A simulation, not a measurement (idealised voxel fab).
You're looking at the process module voxel capacitor over wiring.
Pictured: cross-section cut, 235 nm wide, on a grid of 5 nm square cells.
How to read a cross-section here: the picture is a grid of square cells, written as bands going from the top down, and any band can span one or more rows of cells. Band: top and bottom heights (nm) first, top before bottom; then materials from left to right, widths in nm. "everywhere" marks a sole material filling the band edge to edge. "blank" denotes empty space. Note: height 0 marks the level under which the wafer is uniformly one material as received. Lowest band unbounded below, written "0 and below". The width entry "30 to 40" should be interpreted row by row: the top row of cells in the band takes the first number, the bottom row takes the second number, and the change between adjacent rows is uniform throughout. When a step is marked "identical to before", none of the cells in the cross-section changed during that step. Closed void register: empty space of 8 cells or more with no open way to the top, each as width x height at its distance from the left edge, in nm. Where a step's line continues beyond its settings, the continuation is a remark by the simulator itself on that step. If you see "overlay nm" on a step's line and that step has a mask, it's telling you how far right of where it was planned the mask ended up; a negative number means it went left instead.

Steps planned for the process
1) op RECEIVE | material Si
2) op CONFORMAL_DEP | material SiO2 | thk nm 10
3) op CONFORMAL_DEP | material SiCN | thk nm 5
4) op DIRECTIONAL_DEP | material SiO2 | thk nm 15
5) op PATTERN | tone open | mask id METAL_1 | material resist | width nm 30 | pitch nm 100 | thk nm 20 | overlay nm 0
6) op DIRECTIONAL_ETCH | etch materials SiO2 | depth nm 15
7) op DIRECTIONAL_ETCH | etch materials SiCN | depth nm 5
8) op STRIP | etch materials resist
9) op CONFORMAL_DEP | material TiN | thk nm 5
10) op FILL_DEP | material Cu | thk nm 5
11) op CMP | height nm 30
12) op CONFORMAL_DEP | material SiCN | thk nm 5
13) op DIRECTIONAL_DEP | material lowk | thk nm 15
14) op MASKED_ETCH | tone open | mask id PLUG_1 | width nm 15 | etch materials lowk | depth nm 15 | overlay nm 0
15) op MASKED_ETCH | tone open | mask id PLUG_1 | width nm 15 | etch materials SiCN | depth nm 5 | overlay nm 0
16) op EPI | material Ru | thk nm 10
17) op EPI | material Ru | thk nm 10
18) op DIRECTIONAL_DEP | material TiN | thk nm 5
19) op DIRECTIONAL_DEP | material Al2O3 | thk nm 5
20) op DIRECTIONAL_DEP | material TiN | thk nm 5
21) op MASKED_ETCH | tone cover | mask id UPPER_PLATE | width nm 75 | etch materials TiN | depth nm 5 | overlay nm 0
22) op MASKED_ETCH | tone cover | mask id UPPER_PLATE | width nm 75 | etch materials Al2O3 | depth nm 5 | overlay nm 0
23) op PATTERN | tone cover | mask id LOWER_PLATE | material resist | width nm 85 | thk nm 15 | overlay nm 0
24) op DIRECTIONAL_ETCH | etch materials TiN | depth nm 5
25) op STRIP | etch materials resist
26) op FILL_DEP | material SiO2 | thk nm 15
27) op CMP | height nm 75
28) op DIRECTIONAL_DEP | material aC | thk nm 10
29) op PATTERN | tone open | mask id PLUG_2 | material resist | width nm 15 | thk nm 30 | overlay nm 0
30) op DIRECTIONAL_ETCH | etch materials aC | depth nm 10
31) op STRIP | etch materials resist
32) op DIRECTIONAL_ETCH | etch materials SiO2 | depth nm 10
33) op STRIP | etch materials aC
34) op CONFORMAL_DEP | material TiN | thk nm 5
35) op FILL_DEP | material Cu | thk nm 10
36) op CMP | height nm 75
37) op CONFORMAL_DEP | material SiCN | thk nm 5

Wafer at receipt (post step 1), cross-section
- 0 and below = Si everywhere
- Closed void register: none

Cross-section taken at module completion on the first of two wafers; processed per the plan
- 80 down to 75 = SiCN everywhere
- 75 down to 70 = SiO2 (75) / TiN (5) / Cu (5) / TiN (5) / SiO2 (145)
- 70 down to 60 = SiO2 (75 to 65) / TiN (15 to 75) / SiO2 (145 to 95)
- 60 down to 55 = SiO2 (65) / Al2O3 (75) / SiO2 (95)
- 55 down to 50 = SiO2 (60) / TiN (85) / SiO2 (90)
- 50 down to 35 = lowk (65) / Ru (15) / lowk (155)
- 35 down to 30 = SiCN (65) / Ru (15) / SiCN (155)
- 30 down to 15 = SiO2 (50) / TiN (5) / Cu (20) / TiN (5) / SiO2 (70) / TiN (5) / Cu (20) / TiN (5) / SiO2 (55)
- 15 down to 10 = SiCN (50) / TiN (30) / SiCN (70) / TiN (30) / SiCN (55)
- 10 down to 0 = SiO2 everywhere
- 0 and below = Si everywhere
- Closed void register: none

This is the second of the two wafers, cross-sectioned at the end of the module; it started exactly like the first and was given the same plan, but it was run with one mistake
- 80 down to 75 = SiCN everywhere
- 75 down to 70 = SiO2 (75) / TiN (5) / Cu (5) / TiN (5) / SiO2 (145)
- 70 down to 60 = SiO2 (75 to 65) / TiN (15 to 75) / SiO2 (145 to 95)
- 60 down to 55 = SiO2 (65) / Al2O3 (75) / SiO2 (95)
- 55 down to 50 = SiO2 (60) / TiN (85) / SiO2 (90)
- 50 down to 35 = lowk (65) / Ru (15) / lowk (155)
- 35 down to 30 = SiCN (65) / Ru (15) / SiCN (155)
- 30 down to 15 = SiO2 (40) / TiN (5) / Cu (20) / TiN (5) / SiO2 (70) / TiN (5) / Cu (20) / TiN (5) / SiO2 (65)
- 15 down to 10 = SiCN (40) / TiN (30) / SiCN (70) / TiN (30) / SiCN (65)
- 10 down to 0 = SiO2 everywhere
- 0 and below = Si everywhere
- Closed void register: none
The plan and the run diverged here: it should be noted that step 5 was executed with settings other than those planned, the operation and settings actually applied being op PATTERN | tone open | mask id METAL_1 | material resist | width nm 30 | pitch nm 100 | thk nm 20 | overlay nm -10
Tallied in cells, the final second wafer holds each material in the same quantity as the first, although not at the same places.
